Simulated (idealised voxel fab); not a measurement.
The following process module bears the name voxel self aligned contacts.
Shown is cross-section cut, with a width of 205 nm and square cells of size 5 nm.
Notation: cross-section as square-cell grid; stated in bands, top first, going down; one or more cell rows per band.
First you get the band's top height and its bottom height, in nm, and then the materials it's made of, left to right, with each width in nm. If you see a single material with "edge to edge", that one covers the band edge to edge. "air" is empty space.
A quick word on heights: they are counted from 0, and under that level the wafer as it came to us is one material throughout. The lowest band is different from the rest in having no bottom; it simply continues downward, written as in "0 and below".
The expression "30..40" gives the width at the extremes of the band, the first number at its top row of cells and the second at its bottom row, with the width changing by equal amounts from each row to the next in between.
The cross-section has no changed cell in any step marked "no alteration".
"Closed internal voids" contains a list of empty spaces, each no smaller than 8 cells and without an open way to the top, written in the form width x height at distance with the distance from the left edge and all three in nm.
Whatever follows a step's settings on its line is a remark the simulator itself makes about that step.
The "overlay nm" setting may appear on a step's line; for a step that uses a mask, it gives how far to the right of its planned position the mask lay, and a negative value indicates the left.

## The process steps that were planned are listed below
1: RECEIVE, material Si
2: OXIDIZE, depth nm 5
3: DIRECTIONAL_DEP, material polySi, thk nm 30
4: DIRECTIONAL_DEP, material SiN, thk nm 20
5: PATTERN, tone cover, mask id GATE, material resist, width nm 35, pitch nm 65, thk nm 20, overlay nm 0
6: DIRECTIONAL_ETCH, etch materials SiN, depth nm 20
7: DIRECTIONAL_ETCH, etch materials polySi, depth nm 30
8: STRIP, etch materials resist
9: CONFORMAL_DEP, material SiN, thk nm 5
10: DIRECTIONAL_ETCH, etch materials SiN, depth nm 5
11: FILL_DEP, material SiO2, thk nm 15
12: CMP, height nm 55
13: MASKED_ETCH, tone open, mask id CONTACT, width nm 50, pitch nm 65, etch materials SiO2, depth nm 60, overlay nm 0
14: CONFORMAL_DEP, material TiN, thk nm 5
15: FILL_DEP, material W, thk nm 5
16: CMP, height nm 55
17: CONFORMAL_DEP, material SiCN, thk nm 5

## So, the first of our two wafers, run just as we planned it

## Incoming wafer, cross-sectional view, post step 1
- 0 and below: Si edge to edge
- Closed internal voids: none

## Wafer xsec, post step 2
- 0 down to -5: SiO2 edge to edge
- below -5: unchanged

## Wafer xsec, post step 3
- 30 down to 0: polySi edge to edge
- below 0: unchanged

## Wafer xsec, post step 4
- 50 down to 30: SiN edge to edge
- below 30: unchanged

## Wafer xsec, post step 5
- 70 down to 50: 20 nm air; 35 nm resist; 30 nm air; 35 nm resist; 30 nm air; 35 nm resist; 20 nm air
- below 50: unchanged

## Wafer xsec, post step 6
- 70 down to 50: 20 nm air; 35 nm resist; 30 nm air; 35 nm resist; 30 nm air; 35 nm resist; 20 nm air
- 50 down to 30: 20 nm air; 35 nm SiN; 30 nm air; 35 nm SiN; 30 nm air; 35 nm SiN; 20 nm air
- below 30: unchanged

## Wafer xsec, post step 7
- 70 down to 50: 20 nm air; 35 nm resist; 30 nm air; 35 nm resist; 30 nm air; 35 nm resist; 20 nm air
- 50 down to 30: 20 nm air; 35 nm SiN; 30 nm air; 35 nm SiN; 30 nm air; 35 nm SiN; 20 nm air
- 30 down to 0: 20 nm air; 35 nm polySi; 30 nm air; 35 nm polySi; 30 nm air; 35 nm polySi; 20 nm air
- below 0: unchanged

## Wafer xsec, post step 8
- 50 down to 30: 20 nm air; 35 nm SiN; 30 nm air; 35 nm SiN; 30 nm air; 35 nm SiN; 20 nm air
- below 30: unchanged

## Wafer xsec, post step 9
- 55 down to 30: 15 nm air; 45 nm SiN; 20 nm air; 45 nm SiN; 20 nm air; 45 nm SiN; 15 nm air
- 30 down to 5: 15 nm air; 5 nm SiN; 35 nm polySi; 5 nm SiN; 20 nm air; 5 nm SiN; 35 nm polySi; 5 nm SiN; 20 nm air; 5 nm SiN; 35 nm polySi; 5 nm SiN; 15 nm air
- 5 down to 0: 20 nm SiN; 35 nm polySi; 30 nm SiN; 35 nm polySi; 30 nm SiN; 35 nm polySi; 20 nm SiN
- below 0: unchanged

## Wafer xsec, post step 10
- 50 down to 30: 15 nm air; 45 nm SiN; 20 nm air; 45 nm SiN; 20 nm air; 45 nm SiN; 15 nm air
- 30 down to 0: 15 nm air; 5 nm SiN; 35 nm polySi; 5 nm SiN; 20 nm air; 5 nm SiN; 35 nm polySi; 5 nm SiN; 20 nm air; 5 nm SiN; 35 nm polySi; 5 nm SiN; 15 nm air
- below 0: unchanged

## Wafer xsec, post step 11
- 65 down to 50: SiO2 edge to edge
- 50 down to 30: 15 nm SiO2; 45 nm SiN; 20 nm SiO2; 45 nm SiN; 20 nm SiO2; 45 nm SiN; 15 nm SiO2
- 30 down to 0: 15 nm SiO2; 5 nm SiN; 35 nm polySi; 5 nm SiN; 20 nm SiO2; 5 nm SiN; 35 nm polySi; 5 nm SiN; 20 nm SiO2; 5 nm SiN; 35 nm polySi; 5 nm SiN; 15 nm SiO2
- below 0: unchanged

## Wafer xsec, post step 12
- 55 down to 50: SiO2 edge to edge
- below 50: unchanged

## Wafer xsec, post step 13
- 55 down to 50: 45 nm SiO2; 50 nm air; 15 nm SiO2; 50 nm air; 45 nm SiO2
- 50 down to 30: 15 nm SiO2; 45 nm SiN; 20 nm air; 45 nm SiN; 20 nm air; 45 nm SiN; 15 nm SiO2
- 30 down to 0: 15 nm SiO2; 5 nm SiN; 35 nm polySi; 5 nm SiN; 20 nm air; 5 nm SiN; 35 nm polySi; 5 nm SiN; 20 nm air; 5 nm SiN; 35 nm polySi; 5 nm SiN; 15 nm SiO2
- 0 down to -5: 60 nm SiO2; 20 nm air; 45 nm SiO2; 20 nm air; 60 nm SiO2
- below -5: unchanged

## Wafer xsec, post step 14
- 60 down to 55: 50 nm TiN; 40 nm air; 25 nm TiN; 40 nm air; 50 nm TiN
- 55 down to 50: 45 nm SiO2; 20 nm TiN; 10 nm air; 20 nm TiN; 15 nm SiO2; 20 nm TiN; 10 nm air; 20 nm TiN; 45 nm SiO2
- 50 down to 30: 15 nm SiO2; 45 nm SiN; 5 nm TiN; 10 nm air; 5 nm TiN; 45 nm SiN; 5 nm TiN; 10 nm air; 5 nm TiN; 45 nm SiN; 15 nm SiO2
- 30 down to 0: 15 nm SiO2; 5 nm SiN; 35 nm polySi; 5 nm SiN; 5 nm TiN; 10 nm air; 5 nm TiN; 5 nm SiN; 35 nm polySi; 5 nm SiN; 5 nm TiN; 10 nm air; 5 nm TiN; 5 nm SiN; 35 nm polySi; 5 nm SiN; 15 nm SiO2
- 0 down to -5: 60 nm SiO2; 20 nm TiN; 45 nm SiO2; 20 nm TiN; 60 nm SiO2
- below -5: unchanged

## Wafer xsec, post step 15
- 65 down to 60: W edge to edge
- 60 down to 55: 50 nm TiN; 40 nm W; 25 nm TiN; 40 nm W; 50 nm TiN
- 55 down to 50: 45 nm SiO2; 20 nm TiN; 10 nm W; 20 nm TiN; 15 nm SiO2; 20 nm TiN; 10 nm W; 20 nm TiN; 45 nm SiO2
- 50 down to 30: 15 nm SiO2; 45 nm SiN; 5 nm TiN; 10 nm W; 5 nm TiN; 45 nm SiN; 5 nm TiN; 10 nm W; 5 nm TiN; 45 nm SiN; 15 nm SiO2
- 30 down to 0: 15 nm SiO2; 5 nm SiN; 35 nm polySi; 5 nm SiN; 5 nm TiN; 10 nm W; 5 nm TiN; 5 nm SiN; 35 nm polySi; 5 nm SiN; 5 nm TiN; 10 nm W; 5 nm TiN; 5 nm SiN; 35 nm polySi; 5 nm SiN; 15 nm SiO2
- below 0: unchanged

## Wafer xsec, post step 16
- 55 down to 50: 45 nm SiO2; 20 nm TiN; 10 nm W; 20 nm TiN; 15 nm SiO2; 20 nm TiN; 10 nm W; 20 nm TiN; 45 nm SiO2
- below 50: unchanged

## Wafer xsec, post step 17
- 60 down to 55: SiCN edge to edge
- below 55: unchanged

## Wafer two of two - same starting point, same process plan, one mistake in execution; matches wafer one up to and including step 4

## X-section, second wafer, when step 5 was due to finish
- 70 down to 50: 20 nm resist; 35 nm air; 30 nm resist; 35 nm air; 30 nm resist; 35 nm air; 20 nm resist
- below 50: unchanged

## X-section, second wafer, when step 6 was due to finish
- 70 down to 50: 20 nm resist; 35 nm air; 30 nm resist; 35 nm air; 30 nm resist; 35 nm air; 20 nm resist
- 50 down to 30: 20 nm SiN; 35 nm air; 30 nm SiN; 35 nm air; 30 nm SiN; 35 nm air; 20 nm SiN
- below 30: unchanged

## X-section, second wafer, when step 7 was due to finish
- 70 down to 50: 20 nm resist; 35 nm air; 30 nm resist; 35 nm air; 30 nm resist; 35 nm air; 20 nm resist
- 50 down to 30: 20 nm SiN; 35 nm air; 30 nm SiN; 35 nm air; 30 nm SiN; 35 nm air; 20 nm SiN
- 30 down to 0: 20 nm polySi; 35 nm air; 30 nm polySi; 35 nm air; 30 nm polySi; 35 nm air; 20 nm polySi
- below 0: unchanged

## X-section, second wafer, when step 8 was due to finish
- 50 down to 30: 20 nm SiN; 35 nm air; 30 nm SiN; 35 nm air; 30 nm SiN; 35 nm air; 20 nm SiN
- below 30: unchanged

## X-section, second wafer, when step 9 was due to finish
- 55 down to 30: 25 nm SiN; 25 nm air; 40 nm SiN; 25 nm air; 40 nm SiN; 25 nm air; 25 nm SiN
- 30 down to 5: 20 nm polySi; 5 nm SiN; 25 nm air; 5 nm SiN; 30 nm polySi; 5 nm SiN; 25 nm air; 5 nm SiN; 30 nm polySi; 5 nm SiN; 25 nm air; 5 nm SiN; 20 nm polySi
- 5 down to 0: 20 nm polySi; 35 nm SiN; 30 nm polySi; 35 nm SiN; 30 nm polySi; 35 nm SiN; 20 nm polySi
- below 0: unchanged

## X-section, second wafer, when step 10 was due to finish
- 50 down to 30: 25 nm SiN; 25 nm air; 40 nm SiN; 25 nm air; 40 nm SiN; 25 nm air; 25 nm SiN
- 30 down to 0: 20 nm polySi; 5 nm SiN; 25 nm air; 5 nm SiN; 30 nm polySi; 5 nm SiN; 25 nm air; 5 nm SiN; 30 nm polySi; 5 nm SiN; 25 nm air; 5 nm SiN; 20 nm polySi
- below 0: unchanged

## X-section, second wafer, when step 11 was due to finish
- 65 down to 50: SiO2 edge to edge
- 50 down to 30: 25 nm SiN; 25 nm SiO2; 40 nm SiN; 25 nm SiO2; 40 nm SiN; 25 nm SiO2; 25 nm SiN
- 30 down to 0: 20 nm polySi; 5 nm SiN; 25 nm SiO2; 5 nm SiN; 30 nm polySi; 5 nm SiN; 25 nm SiO2; 5 nm SiN; 30 nm polySi; 5 nm SiN; 25 nm SiO2; 5 nm SiN; 20 nm polySi
- below 0: unchanged

## X-section, second wafer, when step 12 was due to finish
- 55 down to 50: SiO2 edge to edge
- below 50: unchanged

## X-section, second wafer, when step 13 was due to finish
- 55 down to 50: 45 nm SiO2; 50 nm air; 15 nm SiO2; 50 nm air; 45 nm SiO2
- 50 down to 30: 25 nm SiN; 20 nm SiO2; 5 nm air; 40 nm SiN; 5 nm air; 15 nm SiO2; 5 nm air; 40 nm SiN; 5 nm air; 20 nm SiO2; 25 nm SiN
- 30 down to 0: 20 nm polySi; 5 nm SiN; 20 nm SiO2; 5 nm air; 5 nm SiN; 30 nm polySi; 5 nm SiN; 5 nm air; 15 nm SiO2; 5 nm air; 5 nm SiN; 30 nm polySi; 5 nm SiN; 5 nm air; 20 nm SiO2; 5 nm SiN; 20 nm polySi
- 0 down to -5: 45 nm SiO2; 5 nm air; 40 nm SiO2; 5 nm air; 15 nm SiO2; 5 nm air; 40 nm SiO2; 5 nm air; 45 nm SiO2
- below -5: unchanged

## X-section, second wafer, when step 14 was due to finish
- 60 down to 55: 50 nm TiN; 40 nm air; 25 nm TiN; 40 nm air; 50 nm TiN
- 55 down to 50: 45 nm SiO2; 50 nm TiN; 15 nm SiO2; 50 nm TiN; 45 nm SiO2
- 50 down to 30: 25 nm SiN; 20 nm SiO2; 5 nm TiN; 40 nm SiN; 5 nm TiN; 15 nm SiO2; 5 nm TiN; 40 nm SiN; 5 nm TiN; 20 nm SiO2; 25 nm SiN
- 30 down to 0: 20 nm polySi; 5 nm SiN; 20 nm SiO2; 5 nm TiN; 5 nm SiN; 30 nm polySi; 5 nm SiN; 5 nm TiN; 15 nm SiO2; 5 nm TiN; 5 nm SiN; 30 nm polySi; 5 nm SiN; 5 nm TiN; 20 nm SiO2; 5 nm SiN; 20 nm polySi
- 0 down to -5: 45 nm SiO2; 5 nm TiN; 40 nm SiO2; 5 nm TiN; 15 nm SiO2; 5 nm TiN; 40 nm SiO2; 5 nm TiN; 45 nm SiO2
- below -5: unchanged

## X-section, second wafer, when step 15 was due to finish
- 65 down to 60: W edge to edge
- 60 down to 55: 50 nm TiN; 40 nm W; 25 nm TiN; 40 nm W; 50 nm TiN
- below 55: unchanged

## X-section, second wafer, when step 16 was due to finish
- 55 down to 50: 45 nm SiO2; 50 nm TiN; 15 nm SiO2; 50 nm TiN; 45 nm SiO2
- below 50: unchanged

## X-section, second wafer, when step 17 was due to finish
- 60 down to 55: SiCN edge to edge
- below 55: unchanged
Deviation noted in wafer processing: in deviation from the planned setting, step 5 was conducted as PATTERN, tone open, mask id GATE, material resist, width nm 35, pitch nm 65, thk nm 20, overlay nm 0
Final cells, second wafer relative to first, materials higher or lower: 4 fewer of SiN | 54 more of SiO2 | 44 fewer of W | 6 fewer of polySi
